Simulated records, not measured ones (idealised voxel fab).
process module | voxel ribs on slabs
cross-section cut | 230 nm wide | cells 5 nm
When this document writes out a cross-section, it uses a grid of square cells and lists it as bands, beginning at the top and moving down, with a band standing for one or more rows of cells.
In this notation a band is specified by the heights of its top and bottom, in that order and in nm, after which its materials appear from left to right, each paired with its width in nm. The word "all across" attached to a single material means that material fills the band from edge to edge; the word "empty" stands for empty space.
The reference from which all heights are counted is 0, the level beneath which the as-received wafer is entirely one material; the lowest band, having no lower bound, proceeds downward and is written after the example "0 down".
Think of "30..40" as a width that walks from the first number to the second as you go down the band, top row to bottom row, taking equal-sized steps from row to row.
"nothing changed" means the step left every cell of the cross-section as it was.
"Closed void inventory" enumerates empty spaces isolated from the top, with no open way to it, that contain at least 8 cells, giving each as width x height at distance from the left edge, all three in nm.
The remark found on a step's line after its settings is issued by the simulator itself and pertains to that step.
overlay nm: mask right of planned place by this much (step with mask). Neg. = left.
The following list gives the planned process steps
1: RECEIVE: material Si
2: DIRECTIONAL_DEP: material SiO2, thk nm 25
3: DIRECTIONAL_DEP: material SiN, thk nm 20
4: MASKED_ETCH: tone cover, mask id RIB, width nm 20, etch materials SiN, depth nm 10, overlay nm 0
5: PATTERN: tone cover, mask id SLAB, material resist, width nm 80, thk nm 15, overlay nm 0
6: DIRECTIONAL_ETCH: etch materials SiN, depth nm 10
7: STRIP: etch materials resist
8: FILL_DEP: material SiO2, thk nm 30
9: CMP: height nm 65
10: DIRECTIONAL_DEP: material TiN, thk nm 5
11: PATTERN: tone cover, mask id HEATER, material resist, width nm 20, thk nm 20, overlay nm 0
12: DIRECTIONAL_ETCH: etch materials TiN, depth nm 5
13: STRIP: etch materials resist
14: CONFORMAL_DEP: material SiO2, thk nm 10
Be aware that, although all wafers share a common starting state, the width nm at step 11 differs among them, and the plan displays the first wafer's value.
First of several wafers, received after step 1, in cross-section
- 0 down = Si all across
- Closed void inventory: none
Take any row and you have a wafer at the end of the module: how many cells of each material it has gained (+) or lost (-) since it was received, and then its closed voids
width nm 20 | +40 SiN | +654 SiO2 | +4 TiN | Closed void inventory: none
width nm 25 | +40 SiN | +654 SiO2 | +5 TiN | Closed void inventory: none
width nm 30 | +40 SiN | +654 SiO2 | +6 TiN | Closed void inventory: none
width nm 35 | +40 SiN | +654 SiO2 | +7 TiN | Closed void inventory: none
width nm 40 | +40 SiN | +654 SiO2 | +8 TiN | Closed void inventory: none
width nm 45 | +40 SiN | +654 SiO2 | +9 TiN | Closed void inventory: none
